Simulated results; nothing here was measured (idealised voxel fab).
process module | voxel self aligned vias
The figure presents cross-section cut, which has a width of 190 nm and is divided into square cells with an edge length of 5 nm.
A cross-section is written here as square cells arranged in a grid, and it is given in bands from the top down, each band taking up one or more rows of cells.
Band entry format. Leading values: height of top, height of bottom, nm. Remainder: materials in left-to-right order, each with its width in nm. Special words: "throughout" on a single material, which then fills the band edge to edge; "empty", empty space.
Heights from 0 (as-received wafer is one material below). Bottom band endless downward, as "0..down".
Graded width ("30 to 40"): value in top row of band = first number; value in bottom row = second number; row-to-row change constant.
Step marked "remains unaltered"? Then no cell in the cross-section changed in it.
The label "Trapped cavities" introduces a list of the empty spaces, 8 cells or larger, that have no open way up to the top; each entry in it reads width x height at distance, where the distance is taken from the left edge and all three are stated in nm.
Step line, after settings: the simulator's comment on this step.
overlay nm: for a step with a mask, the amount by which the mask lay right of where it was planned; a negative amount means left of it.

The planned process steps are enumerated hereunder:
step 1: op RECEIVE | material Si
step 2: op CONFORMAL_DEP | material SiO2 | thk nm 15
step 3: op CONFORMAL_DEP | material SiCN | thk nm 5
step 4: op DIRECTIONAL_DEP | material lowk | thk nm 25
step 5: op PATTERN | tone open | mask id LINES | material resist | width nm 30 | pitch nm 60 | thk nm 20 | overlay nm 0
step 6: op DIRECTIONAL_ETCH | etch materials lowk | depth nm 25
step 7: op STRIP | etch materials resist
step 8: op CONFORMAL_DEP | material TiN | thk nm 5
step 9: op FILL_DEP | material Ru | thk nm 10
step 10: op CMP | height nm 45
step 11: op SELECTIVE_ETCH | etch materials W Ru TiN | depth nm 10
step 12: op FILL_DEP | material SiN | thk nm 5
step 13: op CMP | height nm 45
step 14: op DIRECTIONAL_DEP | material lowk | thk nm 20
step 15: op PATTERN | tone open | mask id VIAS | material resist | width nm 40 | pitch nm 60 | thk nm 20 | overlay nm 0
step 16: op DIRECTIONAL_ETCH | etch materials lowk | depth nm 20
step 17: op DIRECTIONAL_ETCH | etch materials SiN | depth nm 10
step 18: op STRIP | etch materials resist
step 19: op CONFORMAL_DEP | material TiN | thk nm 5
step 20: op FILL_DEP | material Cu | thk nm 10
step 21: op CMP | height nm 65
step 22: op CONFORMAL_DEP | material SiN | thk nm 5

First of two wafers: run as planned:

Cross-section of the incoming wafer, state after step 1:
* 0..down  Si throughout
* Trapped cavities: none

Cross-section of the wafer subsequent to step 2:
* 15..0  SiO2 throughout
* Note: structure below 0 unchanged.

Cross-section of the wafer subsequent to step 3:
* 20..15  SiCN throughout
* Note: structure below 15 unchanged.

Cross-section of the wafer subsequent to step 4:
* 45..20  lowk throughout
* Note: structure below 20 unchanged.

Cross-section of the wafer subsequent to step 5:
* 65..45  resist=20, empty=30, resist=30, empty=30, resist=30, empty=30, resist=20
* Note: structure below 45 unchanged.

Cross-section of the wafer subsequent to step 6:
* 65..45  resist=20, empty=30, resist=30, empty=30, resist=30, empty=30, resist=20
* 45..20  lowk=20, empty=30, lowk=30, empty=30, lowk=30, empty=30, lowk=20
* Note: structure below 20 unchanged.

Cross-section of the wafer subsequent to step 7:
* 45..20  lowk=20, empty=30, lowk=30, empty=30, lowk=30, empty=30, lowk=20
* Note: structure below 20 unchanged.

Cross-section of the wafer subsequent to step 8:
* 50..45  TiN=25, empty=20, TiN=40, empty=20, TiN=40, empty=20, TiN=25
* 45..25  lowk=20, TiN=5, empty=20, TiN=5, lowk=30, TiN=5, empty=20, TiN=5, lowk=30, TiN=5, empty=20, TiN=5, lowk=20
* 25..20  lowk=20, TiN=30, lowk=30, TiN=30, lowk=30, TiN=30, lowk=20
* Note: structure below 20 unchanged.

Cross-section of the wafer subsequent to step 9:
* 60..50  Ru throughout
* 50..45  TiN=25, Ru=20, TiN=40, Ru=20, TiN=40, Ru=20, TiN=25
* 45..25  lowk=20, TiN=5, Ru=20, TiN=5, lowk=30, TiN=5, Ru=20, TiN=5, lowk=30, TiN=5, Ru=20, TiN=5, lowk=20
* Note: structure below 25 unchanged.

Cross-section of the wafer subsequent to step 10:
* 45..25  lowk=20, TiN=5, Ru=20, TiN=5, lowk=30, TiN=5, Ru=20, TiN=5, lowk=30, TiN=5, Ru=20, TiN=5, lowk=20
* Note: structure below 25 unchanged.

Cross-section of the wafer subsequent to step 11:
* 45..35  lowk=20, empty=30, lowk=30, empty=30, lowk=30, empty=30, lowk=20
* Note: structure below 35 unchanged.

Cross-section of the wafer subsequent to step 12:
* 50..45  SiN throughout
* 45..35  lowk=20, SiN=30, lowk=30, SiN=30, lowk=30, SiN=30, lowk=20
* Note: structure below 35 unchanged.

Cross-section of the wafer subsequent to step 13:
* 45..35  lowk=20, SiN=30, lowk=30, SiN=30, lowk=30, SiN=30, lowk=20
* Note: structure below 35 unchanged.

Cross-section of the wafer subsequent to step 14:
* 65..45  lowk throughout
* Note: structure below 45 unchanged.

Cross-section of the wafer subsequent to step 15:
* 85..65  resist=15, empty=40, resist=20, empty=40, resist=20, empty=40, resist=15
* Note: structure below 65 unchanged.

Cross-section of the wafer subsequent to step 16:
* 85..65  resist=15, empty=40, resist=20, empty=40, resist=20, empty=40, resist=15
* 65..45  lowk=15, empty=40, lowk=20, empty=40, lowk=20, empty=40, lowk=15
* Note: structure below 45 unchanged.

Cross-section of the wafer subsequent to step 17:
* 85..65  resist=15, empty=40, resist=20, empty=40, resist=20, empty=40, resist=15
* 65..45  lowk=15, empty=40, lowk=20, empty=40, lowk=20, empty=40, lowk=15
* 45..35  lowk=20, empty=30, lowk=30, empty=30, lowk=30, empty=30, lowk=20
* Note: structure below 35 unchanged.

Cross-section of the wafer subsequent to step 18:
* 65..45  lowk=15, empty=40, lowk=20, empty=40, lowk=20, empty=40, lowk=15
* Note: structure below 45 unchanged.

Cross-section of the wafer subsequent to step 19:
* 70..65  TiN=20, empty=30, TiN=30, empty=30, TiN=30, empty=30, TiN=20
* 65..50  lowk=15, TiN=5, empty=30, TiN=5, lowk=20, TiN=5, empty=30, TiN=5, lowk=20, TiN=5, empty=30, TiN=5, lowk=15
* 50..40  lowk=15 to 20, TiN=10 to 5, empty=20, TiN=10 to 5, lowk=20 to 30, TiN=10 to 5, empty=20, TiN=10 to 5, lowk=20 to 30, TiN=10 to 5, empty=20, TiN=10 to 5, lowk=15 to 20
* 40..35  lowk=20, TiN=30, lowk=30, TiN=30, lowk=30, TiN=30, lowk=20
* Note: structure below 35 unchanged.

Cross-section of the wafer subsequent to step 20:
* 80..70  Cu throughout
* 70..65  TiN=20, Cu=30, TiN=30, Cu=30, TiN=30, Cu=30, TiN=20
* 65..50  lowk=15, TiN=5, Cu=30, TiN=5, lowk=20, TiN=5, Cu=30, TiN=5, lowk=20, TiN=5, Cu=30, TiN=5, lowk=15
* 50..40  lowk=15 to 20, TiN=10 to 5, Cu=20, TiN=10 to 5, lowk=20 to 30, TiN=10 to 5, Cu=20, TiN=10 to 5, lowk=20 to 30, TiN=10 to 5, Cu=20, TiN=10 to 5, lowk=15 to 20
* Note: structure below 40 unchanged.

Cross-section of the wafer subsequent to step 21:
* 65..50  lowk=15, TiN=5, Cu=30, TiN=5, lowk=20, TiN=5, Cu=30, TiN=5, lowk=20, TiN=5, Cu=30, TiN=5, lowk=15
* Note: structure below 50 unchanged.

Cross-section of the wafer subsequent to step 22:
* 70..65  SiN throughout
* Note: structure below 65 unchanged.

Second wafer, same starting state and plan as the first, one mistake in the run, identical through step 4:

Look at the second wafer in cross-section at the time step 5 ought to have finished:
* 65..45  resist=25, empty=30, resist=30, empty=30, resist=30, empty=30, resist=15
* Note: structure below 45 unchanged.

Look at the second wafer in cross-section at the time step 6 ought to have finished:
* 65..45  resist=25, empty=30, resist=30, empty=30, resist=30, empty=30, resist=15
* 45..20  lowk=25, empty=30, lowk=30, empty=30, lowk=30, empty=30, lowk=15
* Note: structure below 20 unchanged.

Look at the second wafer in cross-section at the time step 7 ought to have finished:
* 45..20  lowk=25, empty=30, lowk=30, empty=30, lowk=30, empty=30, lowk=15
* Note: structure below 20 unchanged.

Look at the second wafer in cross-section at the time step 8 ought to have finished:
* 50..45  TiN=30, empty=20, TiN=40, empty=20, TiN=40, empty=20, TiN=20
* 45..25  lowk=25, TiN=5, empty=20, TiN=5, lowk=30, TiN=5, empty=20, TiN=5, lowk=30, TiN=5, empty=20, TiN=5, lowk=15
* 25..20  lowk=25, TiN=30, lowk=30, TiN=30, lowk=30, TiN=30, lowk=15
* Note: structure below 20 unchanged.

Look at the second wafer in cross-section at the time step 9 ought to have finished:
* 60..50  Ru throughout
* 50..45  TiN=30, Ru=20, TiN=40, Ru=20, TiN=40, Ru=20, TiN=20
* 45..25  lowk=25, TiN=5, Ru=20, TiN=5, lowk=30, TiN=5, Ru=20, TiN=5, lowk=30, TiN=5, Ru=20, TiN=5, lowk=15
* Note: structure below 25 unchanged.

Look at the second wafer in cross-section at the time step 10 ought to have finished:
* 45..25  lowk=25, TiN=5, Ru=20, TiN=5, lowk=30, TiN=5, Ru=20, TiN=5, lowk=30, TiN=5, Ru=20, TiN=5, lowk=15
* Note: structure below 25 unchanged.

Look at the second wafer in cross-section at the time step 11 ought to have finished:
* 45..35  lowk=25, empty=30, lowk=30, empty=30, lowk=30, empty=30, lowk=15
* Note: structure below 35 unchanged.

Look at the second wafer in cross-section at the time step 12 ought to have finished:
* 50..45  SiN throughout
* 45..35  lowk=25, SiN=30, lowk=30, SiN=30, lowk=30, SiN=30, lowk=15
* Note: structure below 35 unchanged.

Look at the second wafer in cross-section at the time step 13 ought to have finished:
* 45..35  lowk=25, SiN=30, lowk=30, SiN=30, lowk=30, SiN=30, lowk=15
* Note: structure below 35 unchanged.

Look at the second wafer in cross-section at the time step 14 ought to have finished:
* 65..45  lowk throughout
* Note: structure below 45 unchanged.

Look at the second wafer in cross-section at the time step 15 ought to have finished:
* 85..65  resist=15, empty=40, resist=20, empty=40, resist=20, empty=40, resist=15
* Note: structure below 65 unchanged.

Look at the second wafer in cross-section at the time step 16 ought to have finished:
* 85..65  resist=15, empty=40, resist=20, empty=40, resist=20, empty=40, resist=15
* 65..45  lowk=15, empty=40, lowk=20, empty=40, lowk=20, empty=40, lowk=15
* Note: structure below 45 unchanged.

Look at the second wafer in cross-section at the time step 17 ought to have finished:
* 85..65  resist=15, empty=40, resist=20, empty=40, resist=20, empty=40, resist=15
* 65..45  lowk=15, empty=40, lowk=20, empty=40, lowk=20, empty=40, lowk=15
* 45..35  lowk=25, empty=30, lowk=30, empty=30, lowk=30, empty=30, lowk=15
* Note: structure below 35 unchanged.

Look at the second wafer in cross-section at the time step 18 ought to have finished:
* 65..45  lowk=15, empty=40, lowk=20, empty=40, lowk=20, empty=40, lowk=15
* Note: structure below 45 unchanged.

Look at the second wafer in cross-section at the time step 19 ought to have finished:
* 70..65  TiN=20, empty=30, TiN=30, empty=30, TiN=30, empty=30, TiN=20
* 65..50  lowk=15, TiN=5, empty=30, TiN=5, lowk=20, TiN=5, empty=30, TiN=5, lowk=20, TiN=5, empty=30, TiN=5, lowk=15
* 50..40  lowk=15 to 25, TiN=15 to 5, empty=20, TiN=5, lowk=20 to 30, TiN=15 to 5, empty=20, TiN=5, lowk=20 to 30, TiN=15 to 5, empty=20, TiN=5, lowk=15
* 40..35  lowk=25, TiN=30, lowk=30, TiN=30, lowk=30, TiN=30, lowk=15
* Note: structure below 35 unchanged.

Look at the second wafer in cross-section at the time step 20 ought to have finished:
* 80..70  Cu throughout
* 70..65  TiN=20, Cu=30, TiN=30, Cu=30, TiN=30, Cu=30, TiN=20
* 65..50  lowk=15, TiN=5, Cu=30, TiN=5, lowk=20, TiN=5, Cu=30, TiN=5, lowk=20, TiN=5, Cu=30, TiN=5, lowk=15
* 50..40  lowk=15 to 25, TiN=15 to 5, Cu=20, TiN=5, lowk=20 to 30, TiN=15 to 5, Cu=20, TiN=5, lowk=20 to 30, TiN=15 to 5, Cu=20, TiN=5, lowk=15
* Note: structure below 40 unchanged.

Look at the second wafer in cross-section at the time step 21 ought to have finished:
* 65..50  lowk=15, TiN=5, Cu=30, TiN=5, lowk=20, TiN=5, Cu=30, TiN=5, lowk=20, TiN=5, Cu=30, TiN=5, lowk=15
* Note: structure below 50 unchanged.

Look at the second wafer in cross-section at the time step 22 ought to have finished:
* 70..65  SiN throughout
* Note: structure below 65 unchanged.
Finding, execution versus plan: note that step 5 departed from the planned setting and was carried out as op PATTERN | tone open | mask id LINES | material resist | width nm 30 | pitch nm 60 | thk nm 20 | overlay nm 5
The two final wafers agree on how many cells each material fills and disagree on which cells those are.
